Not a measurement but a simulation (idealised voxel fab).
Herein follows the process module entitled voxel self aligned contacts.
Square cell edge 5 nm, section width 175 nm, ID cut.
Notation: cross-section as square-cell grid; stated in bands, top first, going down; one or more cell rows per band. Band entry format. Leading values: height of top, height of bottom, nm. Remainder: materials in left-to-right order, each with its width in nm. Special words: "throughout" on a single material, which then fills the band edge to edge; "air", empty space. Heights from 0 (as-received wafer is one material below). Bottom band endless downward, as "top 0, no bottom". The width entry "30->40" should be interpreted row by row: the top row of cells in the band takes the first number, the bottom row takes the second number, and the change between adjacent rows is uniform throughout. When a step is marked "same as before", none of the cells in the cross-section changed during that step. Each empty space that has no open way to the top and spans at least 8 cells appears under "Closed internal voids" as width x height at distance, the distance counted from the left edge, all in nm. Where a step's line continues beyond its settings, the continuation is a remark by the simulator itself on that step. What "overlay nm" on a step's line means: if the step has a mask, that mask lay this far to the right of its planned place, or, when the value is negative, to the left.
## Process steps (planned)
| 1 | op RECEIVE | material Si |
| 2 | op CONFORMAL_DEP | material SiO2 | thk nm 5 |
| 3 | op DIRECTIONAL_DEP | material polySi | thk nm 25 |
| 4 | op DIRECTIONAL_DEP | material SiN | thk nm 25 |
| 5 | op MASKED_ETCH | tone cover | mask id GATE | width nm 30 | pitch nm 65 | etch materials SiN | depth nm 25 | overlay nm 0 |
| 6 | op MASKED_ETCH | tone cover | mask id GATE | width nm 30 | pitch nm 65 | etch materials polySi | depth nm 25 | overlay nm 0 |
| 7 | op CONFORMAL_DEP | material SiN | thk nm 10 |
| 8 | op DIRECTIONAL_ETCH | etch materials SiN | depth nm 10 |
| 9 | op FILL_DEP | material SiO2 | thk nm 10 |
| 10 | op CMP | height nm 60 |
| 11 | op MASKED_ETCH | tone open | mask id CONTACT | width nm 45 | etch materials SiO2 | depth nm 60 | overlay nm 0 |
| 12 | op CONFORMAL_DEP | material TiN | thk nm 5 |
| 13 | op FILL_DEP | material W | thk nm 5 |
| 14 | op CMP | height nm 60 |
| 15 | op CONFORMAL_DEP | material SiN | thk nm 5 |
## Delivered wafer in cross-section: state after step 1
- top 0, no bottom  Si throughout
- Closed internal voids: none
## Cross-sectional result after module completion. Note: starting condition and plan are unchanged from above; one processing mistake was made
- top 65, bottom 60  SiN throughout
- top 60, bottom 50  SiO2=65, TiN=5->20, W=35->5, TiN=5->20, SiO2=65
- top 50, bottom 25  SiO2=30, SiN=50, TiN=5, W=5, TiN=5, SiN=50, SiO2=30
- top 25, bottom 5  SiO2=30, SiN=10, polySi=30, SiN=10, TiN=5, W=5, TiN=5, SiN=10, polySi=30, SiN=10, SiO2=30
- top 5, bottom 0  SiO2=30, SiN=10, polySi=30, SiN=10, TiN=15, SiN=10, polySi=30, SiN=10, SiO2=30
- top 0, no bottom  Si throughout
- Closed internal voids: none
Deviation from plan: no execution of plan step 2; skipped
